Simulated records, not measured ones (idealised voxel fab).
A process module follows: voxel gate over fins.
Cross-section cut: width 165 nm, square cells of 5 nm.
When this document writes out a cross-section, it uses a grid of square cells and lists it as bands, beginning at the top and moving down, with a band standing for one or more rows of cells. Heights first: top, then bottom, in nm. Then materials, left to right, each with a width in nm. "throughout" on a single material: fills the band edge to edge. "blank": empty space. The level at which height equals 0 is the one under which the wafer, as it arrives, is entirely one material. No lower edge exists for the bottom band, which continues downward and is notated as in "from 0 down". A two-number width, for instance "30 to 40", indicates that the width is equal to the first number in the top row of the band and to the second number in the bottom row, and that it changes by a constant amount per row of cells. A step reported as "nothing was modified" is a step in which no cell of the cross-section changed. Empty spaces without an open route to the top, at least 8 cells in extent, make up the entry "Entrapped void list"; each is given as width x height at distance, where the distance is measured from the left edge, and all are in nm. Note: text after step settings on the step line = simulator remark on that step. For masked steps, "overlay nm" on the step line gives how far right of plan the mask actually lay; a minus sign means it lay to the left.
**So here's the lineup of process steps we planned**
1,op RECEIVE | material Si
2,op CONFORMAL_DEP | material SiN | thk nm 5
3,op PATTERN | tone cover | mask id FINS | material resist | width nm 15 | pitch nm 60 | thk nm 20 | overlay nm 0
4,op DIRECTIONAL_ETCH | etch materials SiN | depth nm 5
5,op DIRECTIONAL_ETCH | etch materials Si | depth nm 30
6,op STRIP | etch materials resist
7,op OXIDIZE | depth nm 5
8,op FILL_DEP | material SiO2 | thk nm 5
9,op CMP | height nm 5
10,op MASKED_ETCH | tone open | mask id RAIL | width nm 15 | etch materials SiO2 | depth nm 30 | overlay nm 0
11,op CONFORMAL_DEP | material TiN | thk nm 5
12,op FILL_DEP | material W | thk nm 10
13,op CMP | height nm 5
14,op SELECTIVE_ETCH | etch materials W Ru TiN | depth nm 25
15,op FILL_DEP | material SiO2 | thk nm 5
16,op CMP | height nm 5
17,op SELECTIVE_ETCH | etch materials SiO2 | depth nm 20
18,op STRIP | etch materials SiN
19,op CONFORMAL_DEP | material HfO2 | thk nm 5
20,op CONFORMAL_DEP | material TiN | thk nm 5
21,op FILL_DEP | material W | thk nm 15
22,op CMP | height nm 20
23,op CONFORMAL_DEP | material SiN | thk nm 10
**Concerning the first of two wafers, which was run in accordance with the plan**
**Wafer as received: cross-section following step 1**
- from 0 down | Si throughout
- Entrapped void list: none
**Wafer xsec, post step 2**
- from 5 to 0 | SiN throughout
- Unchanged below 0.
**Wafer xsec, post step 3**
- from 25 to 5 | blank (15)  resist (15)  blank (45)  resist (15)  blank (45)  resist (15)  blank (15)
- Unchanged below 5.
**Wafer xsec, post step 4**
- from 25 to 5 | blank (15)  resist (15)  blank (45)  resist (15)  blank (45)  resist (15)  blank (15)
- from 5 to 0 | blank (15)  SiN (15)  blank (45)  SiN (15)  blank (45)  SiN (15)  blank (15)
- Unchanged below 0.
**Wafer xsec, post step 5**
- from 25 to 5 | blank (15)  resist (15)  blank (45)  resist (15)  blank (45)  resist (15)  blank (15)
- from 5 to 0 | blank (15)  SiN (15)  blank (45)  SiN (15)  blank (45)  SiN (15)  blank (15)
- from 0 to -30 | blank (15)  Si (15)  blank (45)  Si (15)  blank (45)  Si (15)  blank (15)
- Unchanged below -30.
**Wafer xsec, post step 6**
- from 5 to 0 | blank (15)  SiN (15)  blank (45)  SiN (15)  blank (45)  SiN (15)  blank (15)
- Unchanged below 0.
**Wafer xsec, post step 7**
- from 5 to 0 | blank (15)  SiN (15)  blank (45)  SiN (15)  blank (45)  SiN (15)  blank (15)
- from 0 to -30 | blank (15)  SiO2 (5)  Si (5)  SiO2 (5)  blank (45)  SiO2 (5)  Si (5)  SiO2 (5)  blank (45)  SiO2 (5)  Si (5)  SiO2 (5)  blank (15)
- from -30 to -35 | SiO2 (20)  Si (5)  SiO2 (55)  Si (5)  SiO2 (55)  Si (5)  SiO2 (20)
- Unchanged below -35.
**Wafer xsec, post step 8**
- from 10 to 5 | SiO2 throughout
- from 5 to 0 | SiO2 (15)  SiN (15)  SiO2 (45)  SiN (15)  SiO2 (45)  SiN (15)  SiO2 (15)
- from 0 to -35 | SiO2 (20)  Si (5)  SiO2 (55)  Si (5)  SiO2 (55)  Si (5)  SiO2 (20)
- Unchanged below -35.
**Wafer xsec, post step 9**
- from 5 to 0 | SiO2 (15)  SiN (15)  SiO2 (45)  SiN (15)  SiO2 (45)  SiN (15)  SiO2 (15)
- Unchanged below 0.
**Wafer xsec, post step 10**
- from 5 to 0 | SiO2 (15)  SiN (15)  SiO2 (15)  blank (15)  SiO2 (15)  SiN (15)  SiO2 (45)  SiN (15)  SiO2 (15)
- from 0 to -25 | SiO2 (20)  Si (5)  SiO2 (20)  blank (15)  SiO2 (20)  Si (5)  SiO2 (55)  Si (5)  SiO2 (20)
- Unchanged below -25.
**Wafer xsec, post step 11**
- from 10 to 5 | TiN (50)  blank (5)  TiN (110)
- from 5 to 0 | SiO2 (15)  SiN (15)  SiO2 (15)  TiN (5)  blank (5)  TiN (5)  SiO2 (15)  SiN (15)  SiO2 (45)  SiN (15)  SiO2 (15)
- from 0 to -20 | SiO2 (20)  Si (5)  SiO2 (20)  TiN (5)  blank (5)  TiN (5)  SiO2 (20)  Si (5)  SiO2 (55)  Si (5)  SiO2 (20)
- from -20 to -25 | SiO2 (20)  Si (5)  SiO2 (20)  TiN (15)  SiO2 (20)  Si (5)  SiO2 (55)  Si (5)  SiO2 (20)
- Unchanged below -25.
**Wafer xsec, post step 12**
- from 20 to 10 | W throughout
- from 10 to 5 | TiN (50)  W (5)  TiN (110)
- from 5 to 0 | SiO2 (15)  SiN (15)  SiO2 (15)  TiN (5)  W (5)  TiN (5)  SiO2 (15)  SiN (15)  SiO2 (45)  SiN (15)  SiO2 (15)
- from 0 to -20 | SiO2 (20)  Si (5)  SiO2 (20)  TiN (5)  W (5)  TiN (5)  SiO2 (20)  Si (5)  SiO2 (55)  Si (5)  SiO2 (20)
- Unchanged below -20.
**Wafer xsec, post step 13**
- from 5 to 0 | SiO2 (15)  SiN (15)  SiO2 (15)  TiN (5)  W (5)  TiN (5)  SiO2 (15)  SiN (15)  SiO2 (45)  SiN (15)  SiO2 (15)
- Unchanged below 0.
**Wafer xsec, post step 14**
- from 5 to 0 | SiO2 (15)  SiN (15)  SiO2 (15)  blank (15)  SiO2 (15)  SiN (15)  SiO2 (45)  SiN (15)  SiO2 (15)
- from 0 to -20 | SiO2 (20)  Si (5)  SiO2 (20)  blank (15)  SiO2 (20)  Si (5)  SiO2 (55)  Si (5)  SiO2 (20)
- Unchanged below -20.
**Wafer xsec, post step 15**
- from 10 to 5 | SiO2 throughout
- from 5 to 0 | SiO2 (15)  SiN (15)  SiO2 (45)  SiN (15)  SiO2 (45)  SiN (15)  SiO2 (15)
- from 0 to -20 | SiO2 (20)  Si (5)  SiO2 (55)  Si (5)  SiO2 (55)  Si (5)  SiO2 (20)
- Unchanged below -20.
**Wafer xsec, post step 16**
- from 5 to 0 | SiO2 (15)  SiN (15)  SiO2 (45)  SiN (15)  SiO2 (45)  SiN (15)  SiO2 (15)
- Unchanged below 0.
**Wafer xsec, post step 17**
- from 5 to 0 | blank (15)  SiN (15)  blank (45)  SiN (15)  blank (45)  SiN (15)  blank (15)
- from 0 to -15 | blank (20)  Si (5)  blank (55)  Si (5)  blank (55)  Si (5)  blank (20)
- Unchanged below -15.
**Wafer xsec, post step 18**
- from 0 to -15 | blank (20)  Si (5)  blank (55)  Si (5)  blank (55)  Si (5)  blank (20)
- Unchanged below -15.
**Wafer xsec, post step 19**
- from 5 to 0 | blank (15)  HfO2 (15)  blank (45)  HfO2 (15)  blank (45)  HfO2 (15)  blank (15)
- from 0 to -10 | blank (15)  HfO2 (5)  Si (5)  HfO2 (5)  blank (45)  HfO2 (5)  Si (5)  HfO2 (5)  blank (45)  HfO2 (5)  Si (5)  HfO2 (5)  blank (15)
- from -10 to -15 | HfO2 (20)  Si (5)  HfO2 (55)  Si (5)  HfO2 (55)  Si (5)  HfO2 (20)
- Unchanged below -15.
**Wafer xsec, post step 20**
- from 10 to 5 | blank (10)  TiN (25)  blank (35)  TiN (25)  blank (35)  TiN (25)  blank (10)
- from 5 to 0 | blank (10)  TiN (5)  HfO2 (15)  TiN (5)  blank (35)  TiN (5)  HfO2 (15)  TiN (5)  blank (35)  TiN (5)  HfO2 (15)  TiN (5)  blank (10)
- from 0 to -5 | blank (10)  TiN (5)  HfO2 (5)  Si (5)  HfO2 (5)  TiN (5)  blank (35)  TiN (5)  HfO2 (5)  Si (5)  HfO2 (5)  TiN (5)  blank (35)  TiN (5)  HfO2 (5)  Si (5)  HfO2 (5)  TiN (5)  blank (10)
- from -5 to -10 | TiN (15)  HfO2 (5)  Si (5)  HfO2 (5)  TiN (45)  HfO2 (5)  Si (5)  HfO2 (5)  TiN (45)  HfO2 (5)  Si (5)  HfO2 (5)  TiN (15)
- Unchanged below -10.
**Wafer xsec, post step 21**
- from 25 to 10 | W throughout
- from 10 to 5 | W (10)  TiN (25)  W (35)  TiN (25)  W (35)  TiN (25)  W (10)
- from 5 to 0 | W (10)  TiN (5)  HfO2 (15)  TiN (5)  W (35)  TiN (5)  HfO2 (15)  TiN (5)  W (35)  TiN (5)  HfO2 (15)  TiN (5)  W (10)
- from 0 to -5 | W (10)  TiN (5)  HfO2 (5)  Si (5)  HfO2 (5)  TiN (5)  W (35)  TiN (5)  HfO2 (5)  Si (5)  HfO2 (5)  TiN (5)  W (35)  TiN (5)  HfO2 (5)  Si (5)  HfO2 (5)  TiN (5)  W (10)
- Unchanged below -5.
**Wafer xsec, post step 22**
- from 20 to 10 | W throughout
- Unchanged below 10.
**Wafer xsec, post step 23**
- from 30 to 20 | SiN throughout
- Unchanged below 20.
**Wafer two: like wafer one in start and plan, but with one mistake in execution; identical up to and including step 20**
**Cross-sectional view of the second wafer at the intended end time of process step 21**
- from 25 to 10 | Ru throughout
- from 10 to 5 | Ru (10)  TiN (25)  Ru (35)  TiN (25)  Ru (35)  TiN (25)  Ru (10)
- from 5 to 0 | Ru (10)  TiN (5)  HfO2 (15)  TiN (5)  Ru (35)  TiN (5)  HfO2 (15)  TiN (5)  Ru (35)  TiN (5)  HfO2 (15)  TiN (5)  Ru (10)
- from 0 to -5 | Ru (10)  TiN (5)  HfO2 (5)  Si (5)  HfO2 (5)  TiN (5)  Ru (35)  TiN (5)  HfO2 (5)  Si (5)  HfO2 (5)  TiN (5)  Ru (35)  TiN (5)  HfO2 (5)  Si (5)  HfO2 (5)  TiN (5)  Ru (10)
- Unchanged below -5.
**Cross-sectional view of the second wafer at the intended end time of process step 22**
- from 20 to 10 | Ru throughout
- Unchanged below 10.
**Cross-sectional view of the second wafer at the intended end time of process step 23**
- from 30 to 20 | SiN throughout
- Unchanged below 20.
Misprocessing identified: step 21, actual vs plan mismatch, actual run op FILL_DEP | material Ru | thk nm 15
Materials where the second wafer ends with more or fewer cells than the first: 120 more of Ru | 120 fewer of W
